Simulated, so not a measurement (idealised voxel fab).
Presented below is a process module, voxel trench capacitor.
Square cell edge 5 nm, section width 285 nm, ID cut.
Format of a cross-section: grid, square cells. Given as bands. Order: top down. Band: one or more rows of cells.
Basically the band line says how high the top is and how high the bottom is, in nm, and then what's in it from left to right, every material with its width in nm. Empty space shows up as "air", and if a single material carries "throughout" it runs the full band edge to edge.
A quick word on heights: they are counted from 0, and under that level the wafer as it came to us is one material throughout. The lowest band is different from the rest in having no bottom; it simply continues downward, written as in "0..down".
With a width like "30->40", each row of cells in the band differs from the next by the same amount, the top row carrying the first number and the bottom row the second.
"no modification" means the step left every cell of the cross-section as it was.
"Enclosed empty spaces": empty spaces of 8 cells or more with no open way to the top, each given as width x height at distance, distance from the left edge, all in nm.
On a step's line, text after the settings is the simulator commenting on that step.
The optional step-line setting "overlay nm" applies to steps with a mask and quantifies how far to the right of its planned location the mask lay, a negative value indicating leftward placement.
This section lists the process steps that were planned:
1,RECEIVE [material Si]
2,CONFORMAL_DEP [material SiN] [thk nm 5]
3,DIRECTIONAL_DEP [material aC] [thk nm 10]
4,PATTERN [tone open] [mask id TRENCH] [material resist] [width nm 15] [pitch nm 40] [thk nm 30] [overlay nm 0]
5,DIRECTIONAL_ETCH [etch materials aC] [depth nm 10]
6,STRIP [etch materials resist]
7,DIRECTIONAL_ETCH [etch materials SiN] [depth nm 5]
8,DIRECTIONAL_ETCH [etch materials Si] [depth nm 40]
9,STRIP [etch materials aC]
10,CONFORMAL_DEP [material Al2O3] [thk nm 5]
11,CONFORMAL_DEP [material TiN] [thk nm 5]
12,FILL_DEP [material W] [thk nm 10]
13,CMP [height nm 5]
varied across the wafers: width nm of step 4. The plan shows the first wafer's value. All wafers start alike
The first of several wafers in cross-section, exactly as it reached us after step 1:
	0..down = Si throughout
	Enclosed empty spaces: none
After the module's final step, step 13: the first of several wafers in cross-section:
	5..0 = SiN 115  Al2O3 5  TiN 5  Al2O3 5  SiN 25  Al2O3 5  TiN 5  Al2O3 5  SiN 115
	0..-35 = Si 115  Al2O3 5  TiN 5  Al2O3 5  Si 25  Al2O3 5  TiN 5  Al2O3 5  Si 115
	-35..-40 = Si 115  Al2O3 15  Si 25  Al2O3 15  Si 115
	-40..down = Si throughout
	Enclosed empty spaces: none
Last wafer x-sec, end of module:
	5..0 = SiN 110  Al2O3 5  TiN 5  W 5  TiN 5  Al2O3 5  SiN 15  Al2O3 5  TiN 5  W 5  TiN 5  Al2O3 5  SiN 110
	0..-30 = Si 110  Al2O3 5  TiN 5  W 5  TiN 5  Al2O3 5  Si 15  Al2O3 5  TiN 5  W 5  TiN 5  Al2O3 5  Si 110
	-30..-35 = Si 110  Al2O3 5  TiN 15  Al2O3 5  Si 15  Al2O3 5  TiN 15  Al2O3 5  Si 110
	-35..-40 = Si 110  Al2O3 25  Si 15  Al2O3 25  Si 110
	-40..down = Si throughout
	Enclosed empty spaces: none
What follows is a table in which each wafer occupies a row; for the wafer as it stands at the close of the module, the row states, material by material, how many cells have been gained (+) or lost (-) since receipt, and then gives its closed voids:
width nm 15; +38 Al2O3; -48 Si; +51 SiN; +16 TiN; Enclosed empty spaces: none
width nm 20; +40 Al2O3; -64 Si; +49 SiN; +32 TiN; Enclosed empty spaces: none
width nm 25; +42 Al2O3; -80 Si; +47 SiN; +34 TiN; +14 W; Enclosed empty spaces: none
